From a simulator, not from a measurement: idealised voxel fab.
This section sets out a process module, namely voxel double patterning.
Section shown: cut. Width: 250 nm. Cell size: 5 nm, square.
How to read a cross-section here: the picture is a grid of square cells, written as bands going from the top down, and any band can span one or more rows of cells. Top, bottom (nm), then materials left to right with widths (nm); lone material tagged "everywhere" fills the whole band edge to edge; "empty" = empty space. Ref level 0: as-received wafer is one material below here. Bottom band extends down with no lower bound ("0 -> down"). The expression "30..40" gives the width at the extremes of the band, the first number at its top row of cells and the second at its bottom row, with the width changing by equal amounts from each row to the next in between. "remains unaltered" for a step: no cell of the cross-section changed in that step. Heads up: "Closed void entries" only lists the empty pockets with no open path to the top that are 8 cells or more, and it writes them as width x height at distance, distance from the left edge, in nm. It should be noted that, on the line of a given step, the content following the step's settings is a remark produced by the simulator itself with respect to that step. When a step includes a mask, the "overlay nm" setting on its line states how far to the right of its planned place that mask lay, and negative values state how far to the left.
So here's the lineup of process steps we planned:
1 RECEIVE: material Si
2 CONFORMAL_DEP: material SiO2, thk nm 10
3 DIRECTIONAL_DEP: material polySi, thk nm 20
4 DIRECTIONAL_DEP: material SiN, thk nm 5
5 MASKED_ETCH: tone open, mask id FIRST, width nm 15, pitch nm 50, etch materials SiN, depth nm 5, overlay nm 0
6 MASKED_ETCH: tone open, mask id SECOND, width nm 15, pitch nm 50, etch materials SiN, depth nm 5, overlay nm 0
7 DIRECTIONAL_ETCH: etch materials polySi, depth nm 20
8 STRIP: etch materials SiN
As-received wafer cross-section (after step 1):
- 0 -> down = Si everywhere
- Closed void entries: none
Cross-section taken at module completion on the first of two wafers; processed per the plan:
- 30 -> 10 = polySi: 65 / empty: 15 / polySi: 10 / empty: 15 / polySi: 10 / empty: 15 / polySi: 10 / empty: 15 / polySi: 10 / empty: 15 / polySi: 70
- 10 -> 0 = SiO2 everywhere
- 0 -> down = Si everywhere
- Closed void entries: none
What the second wafer looks like in cross-section once the module is done. Its start and its plan matched the first wafer's exactly; what differed was one mistake in how it was run:
- 35 -> 30 = SiO2 everywhere
- 30 -> 10 = polySi everywhere
- 10 -> 0 = SiO2 everywhere
- 0 -> down = Si everywhere
- Closed void entries: none
Short version of what went wrong: step 4 deviated from plan and actually ran as DIRECTIONAL_DEP: material SiO2, thk nm 5
The second wafer ends with more or fewer cells of some materials than the first, per final count: SiO2: 50 more, polySi: 60 more
